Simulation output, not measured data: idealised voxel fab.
The name of this process module is voxel released beams.
Shown is cross-section cut, with a width of 145 nm and square cells of size 5 nm.
Think of the cross-section as a grid of square cells. We describe it in bands, top to bottom, and each band covers one or more rows of those cells. Heights first: top, then bottom, in nm. Then materials, left to right, each with a width in nm. "edge to edge" on a single material: fills the band edge to edge. "empty": empty space. Counting heights begins at 0, where everything beneath is, in the wafer as received, one material. The lowest band has no bottom; it goes on downwards, as "0 down" shows. The width entry "30->40" should be interpreted row by row: the top row of cells in the band takes the first number, the bottom row takes the second number, and the change between adjacent rows is uniform throughout. For the purposes of this document, the phrase "same as before" attached to a step denotes that no cell within the cross-section was modified by that step. Basically, "Enclosed void inventory" tells you about the enclosed voids: empty spaces with no open way to the top, 8 cells or bigger, each written width x height at distance, where distance is from the left edge, all in nm. Whatever follows a step's settings on its line is a remark the simulator itself makes about that step. overlay nm: on a step with a mask, how far right of its planned place the mask lay; negative means left.
## List of planned process steps
1 RECEIVE [material Si]
2 CONFORMAL_DEP [material SiN] [thk nm 10]
3 DIRECTIONAL_DEP [material SiO2] [thk nm 10]
4 DIRECTIONAL_DEP [material aC] [thk nm 10]
5 PATTERN [tone open] [mask id ANCHOR] [material resist] [width nm 20] [thk nm 30] [overlay nm 0]
6 DIRECTIONAL_ETCH [etch materials aC] [depth nm 10]
7 STRIP [etch materials resist]
8 DIRECTIONAL_ETCH [etch materials SiO2] [depth nm 10]
9 STRIP [etch materials aC]
10 CONFORMAL_DEP [material TiN] [thk nm 10]
11 DIRECTIONAL_DEP [material aC] [thk nm 15]
12 PATTERN [tone cover] [mask id BEAM] [material resist] [width nm 90] [thk nm 35] [overlay nm 0]
13 DIRECTIONAL_ETCH [etch materials aC] [depth nm 15]
14 STRIP [etch materials resist]
15 DIRECTIONAL_ETCH [etch materials TiN] [depth nm 10]
16 STRIP [etch materials aC]
17 STRIP [etch materials SiO2]
Wafers differ in width nm at step 5; plan lists the first wafer's value; identical starting state.
## So this is the first of several wafers, cross-sectioned as it came to us, meaning it's at the end of step 1
	0 down = Si edge to edge
	Enclosed void inventory: none
## Quick look at the cross-section of the first of several wafers after step 17, which wraps up the module
	30 to 20 = 25 empty / 90 TiN / 30 empty
	20 to 10 = 35 empty / 20 TiN / 90 empty
	10 to 0 = SiN edge to edge
	0 down = Si edge to edge
	Enclosed void inventory: none
## Cross-sectional view of the final wafer of several at the module's end
	30 to 20 = 25 empty / 10 TiN / 25 empty / 55 TiN / 30 empty
	20 to 10 = 25 empty / 45 TiN / 75 empty
	10 to 0 = SiN edge to edge
	0 down = Si edge to edge
	Enclosed void inventory: none
## Quick key for the table: a row per wafer, taken at the end of the module. For each material it tells you how many cells the wafer gained (+) or lost (-) since it came in, and the closed voids come after
width nm 20; +58 SiN; +44 TiN; Enclosed void inventory: none
width nm 25; +58 SiN; +44 TiN; Enclosed void inventory: none
width nm 30; +58 SiN; +44 TiN; Enclosed void inventory: none
width nm 35; +58 SiN; +44 TiN; Enclosed void inventory: none
width nm 40; +58 SiN; +44 TiN; Enclosed void inventory: none
width nm 45; +58 SiN; +44 TiN; Enclosed void inventory: none
